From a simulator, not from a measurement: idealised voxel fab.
process module | voxel transistor to metal
cross-section cut | 190 nm wide | cells 5 nm
A cross-section is a grid of square cells, given in bands from the top down. A band is one or more rows of cells.
Each band's line starts with the height of the band's top and of its bottom, in nm. Then come its materials from left to right, each with its width in nm. One material with "throughout" fills the band from edge to edge. "air" is empty space.
Height 0 is the level under which the wafer as received is all one material. The lowest band goes on downwards, as in "0 down".
A width such as "30 to 40" changes by the same amount from each row of cells to the next, from the band's top row to its bottom row.
"no change" after a step means that no cell of the cross-section changed.
closed voids: empty space of 8 cells or more with no open way to the top, each as width x height at its distance from the left edge, in nm
after a step's settings: what the simulator itself notes on the step
overlay nm, on a step with a mask: how far to the right of its planned place the mask lay; to the left if negative
plan
1 op RECEIVE | material Si
2 op OXIDIZE | depth nm 5
3 op CONFORMAL_DEP | material SiN | thk nm 15
4 op MASKED_ETCH | tone cover | mask id ACTIVE | width nm 105 | etch materials SiN | depth nm 15 | overlay nm 0
5 op MASKED_ETCH | tone cover | mask id ACTIVE | width nm 105 | etch materials SiO2 | depth nm 5 | overlay nm 0
6 op MASKED_ETCH | tone cover | mask id ACTIVE | width nm 105 | etch materials Si | depth nm 30 | overlay nm 0
7 op OXIDIZE | depth nm 5
8 op FILL_DEP | material SiO2 | thk nm 10
9 op CMP | height nm 15
10 op SELECTIVE_ETCH | etch materials SiO2 | depth nm 5
11 op STRIP | etch materials SiN
12 op SELECTIVE_ETCH | etch materials SiO2 | depth nm 5
13 op OXIDIZE | depth nm 5
14 op DIRECTIONAL_DEP | material polySi | thk nm 20
15 op DIRECTIONAL_DEP | material SiCN | thk nm 10
16 op MASKED_ETCH | tone cover | mask id GATE | width nm 15 | etch materials SiCN | depth nm 20 | overlay nm 0
17 op MASKED_ETCH | tone cover | mask id GATE | width nm 15 | etch materials polySi | depth nm 30 | overlay nm 0
18 op CONFORMAL_DEP | material SiO2 | thk nm 5
19 op DIRECTIONAL_ETCH | etch materials SiO2 | depth nm 5
20 op CONFORMAL_DEP | material SiN | thk nm 5
21 op DIRECTIONAL_ETCH | etch materials SiN | depth nm 5
22 op DIRECTIONAL_ETCH | etch materials SiO2 | depth nm 5
23 op DIRECTIONAL_ETCH | etch materials Si | depth nm 15
24 op EPI | material nSi | thk nm 15
25 op FILL_DEP | material SiO2 | thk nm 10
26 op CMP | height nm 25
27 op DIRECTIONAL_DEP | material SiO2 | thk nm 10
28 op DIRECTIONAL_DEP | material aC | thk nm 10
29 op PATTERN | tone open | mask id CONTACT | material resist | width nm 30 | pitch nm 55 | thk nm 30 | overlay nm 0
30 op DIRECTIONAL_ETCH | etch materials aC | depth nm 10
31 op STRIP | etch materials resist
32 op DIRECTIONAL_ETCH | etch materials SiO2 | depth nm 45
33 op STRIP | etch materials aC
34 op CONFORMAL_DEP | material TiN | thk nm 5
35 op FILL_DEP | material W | thk nm 10
36 op CMP | height nm 35
37 op DIRECTIONAL_DEP | material TiN | thk nm 5
38 op DIRECTIONAL_DEP | material Ru | thk nm 15
39 op PATTERN | tone cover | mask id METAL_1 | material resist | width nm 15 | pitch nm 70 | thk nm 20 | overlay nm 0
40 op DIRECTIONAL_ETCH | etch materials Ru | depth nm 15
41 op DIRECTIONAL_ETCH | etch materials TiN | depth nm 5
42 op STRIP | etch materials resist
43 op CONFORMAL_DEP | material SiN | thk nm 5
44 op FILL_DEP | material SiO2 | thk nm 5
45 op CMP | height nm 55
46 op CONFORMAL_DEP | material SiCN | thk nm 5
47 op DIRECTIONAL_DEP | material SiO2 | thk nm 30
48 op DIRECTIONAL_DEP | material aC | thk nm 15
49 op PATTERN | tone open | mask id METAL_2 | material resist | width nm 15 | pitch nm 70 | thk nm 30 | overlay nm 0
50 op DIRECTIONAL_ETCH | etch materials aC | depth nm 15
51 op STRIP | etch materials resist
52 op DIRECTIONAL_ETCH | etch materials SiO2 | depth nm 10
53 op STRIP | etch materials aC
54 op MASKED_ETCH | tone open | mask id METAL_2_HOLES | width nm 15 | pitch nm 70 | etch materials SiO2 | depth nm 10 | overlay nm 0
55 op MASKED_ETCH | tone open | mask id METAL_2_HOLES | width nm 15 | pitch nm 70 | etch materials SiCN | depth nm 5 | overlay nm 0
56 op CONFORMAL_DEP | material TiN | thk nm 5
57 op FILL_DEP | material Cu | thk nm 5
58 op CMP | height nm 90
59 op CONFORMAL_DEP | material SiCN | thk nm 5
varied across the wafers: depth nm of step 52. The plan shows the first wafer's value. All wafers start alike
first wafer as received, after step 1
  0 down: Si throughout
  closed voids: none
first wafer at the end, after step 59
  95 to 90: SiCN throughout
  90 to 75: SiO2 50 | TiN 5 | Cu 5 | TiN 5 | SiO2 55 | TiN 5 | Cu 5 | TiN 5 | SiO2 55
  75 to 70: SiO2 50 | TiN 15 | SiO2 55 | TiN 15 | SiO2 55
  70 to 60: SiO2 throughout
  60 to 55: SiCN throughout
  55 to 40: SiO2 45 | SiN 5 | Ru 15 | SiN 5 | SiO2 45 | SiN 5 | Ru 15 | SiN 5 | SiO2 50
  40 to 35: SiN 50 | TiN 15 | SiN 55 | TiN 15 | SiN 55
  35 to 25: SiO2 50 | TiN 5 | W 20 to 15 | TiN 5 to 10 | SiO2 25 | TiN 5 to 10 | W 20 to 15 | TiN 5 | SiO2 55
  25 to 15: SiO2 50 | TiN 5 | W 15 | TiN 5 | SiN 5 | SiO2 5 | SiCN 15 | SiO2 5 | SiN 5 | TiN 5 | W 15 | TiN 5 | SiO2 55
  15 to 10: SiO2 50 | TiN 5 | W 15 | TiN 5 | SiN 5 | SiO2 5 | polySi 15 | SiO2 5 | SiN 5 | TiN 5 | W 15 | TiN 5 | SiO2 55
  10 to 5: SiO2 50 | TiN 25 | SiN 5 | SiO2 5 | polySi 15 | SiO2 5 | SiN 5 | TiN 25 | SiO2 55
  5 to -5: SiO2 40 | SiN 5 | SiO2 5 | TiN 10 | nSi 15 | SiN 5 | SiO2 5 | polySi 15 | SiO2 5 | SiN 5 | nSi 15 | TiN 10 | SiO2 5 | SiN 5 | SiO2 45
  -5 to -10: SiO2 50 | TiN 10 | nSi 15 | SiO2 35 | nSi 15 | TiN 10 | SiO2 55
  -10 to -25: SiO2 45 | nSi 30 | Si 35 | nSi 30 | SiO2 50
  -25 to -40: SiO2 45 | Si 95 | SiO2 50
  -40 down: Si throughout
  closed voids: none
last wafer at the end
  95 to 90: SiCN throughout
  90 to 60: SiO2 50 | TiN 5 | Cu 5 | TiN 5 | SiO2 55 | TiN 5 | Cu 5 | TiN 5 | SiO2 55
  60 to 55: SiCN 50 | TiN 15 | SiCN 55 | TiN 15 | SiCN 55
  55 to 40: SiO2 45 | SiN 5 | Ru 15 | SiN 5 | SiO2 45 | SiN 5 | Ru 15 | SiN 5 | SiO2 50
  40 to 35: SiN 50 | TiN 15 | SiN 55 | TiN 15 | SiN 55
  35 to 25: SiO2 50 | TiN 5 | W 20 to 15 | TiN 5 to 10 | SiO2 25 | TiN 5 to 10 | W 20 to 15 | TiN 5 | SiO2 55
  25 to 15: SiO2 50 | TiN 5 | W 15 | TiN 5 | SiN 5 | SiO2 5 | SiCN 15 | SiO2 5 | SiN 5 | TiN 5 | W 15 | TiN 5 | SiO2 55
  15 to 10: SiO2 50 | TiN 5 | W 15 | TiN 5 | SiN 5 | SiO2 5 | polySi 15 | SiO2 5 | SiN 5 | TiN 5 | W 15 | TiN 5 | SiO2 55
  10 to 5: SiO2 50 | TiN 25 | SiN 5 | SiO2 5 | polySi 15 | SiO2 5 | SiN 5 | TiN 25 | SiO2 55
  5 to -5: SiO2 40 | SiN 5 | SiO2 5 | TiN 10 | nSi 15 | SiN 5 | SiO2 5 | polySi 15 | SiO2 5 | SiN 5 | nSi 15 | TiN 10 | SiO2 5 | SiN 5 | SiO2 45
  -5 to -10: SiO2 50 | TiN 10 | nSi 15 | SiO2 35 | nSi 15 | TiN 10 | SiO2 55
  -10 to -25: SiO2 45 | nSi 30 | Si 35 | nSi 30 | SiO2 50
  -25 to -40: SiO2 45 | Si 95 | SiO2 50
  -40 down: Si throughout
  closed voids: none
each wafer at the end: cells of each material gained (+) or lost (-) since it was received, then its closed voids
depth nm 10 | +6 Cu | +18 Ru | -226 Si | +82 SiCN | +60 SiN | +616 SiO2 | +68 TiN | +32 W | +54 nSi | +12 polySi | closed voids: none
depth nm 15 | +8 Cu | +18 Ru | -226 Si | +82 SiCN | +60 SiN | +610 SiO2 | +72 TiN | +32 W | +54 nSi | +12 polySi | closed voids: none
depth nm 20 | +12 Cu | +18 Ru | -226 Si | +76 SiCN | +60 SiN | +604 SiO2 | +80 TiN | +32 W | +54 nSi | +12 polySi | closed voids: none
depth nm 25 | +12 Cu | +18 Ru | -226 Si | +76 SiCN | +60 SiN | +604 SiO2 | +80 TiN | +32 W | +54 nSi | +12 polySi | closed voids: none
depth nm 30 | +12 Cu | +18 Ru | -226 Si | +76 SiCN | +60 SiN | +604 SiO2 | +80 TiN | +32 W | +54 nSi | +12 polySi | closed voids: none
depth nm 35 | +12 Cu | +18 Ru | -226 Si | +76 SiCN | +60 SiN | +604 SiO2 | +80 TiN | +32 W | +54 nSi | +12 polySi | closed voids: none
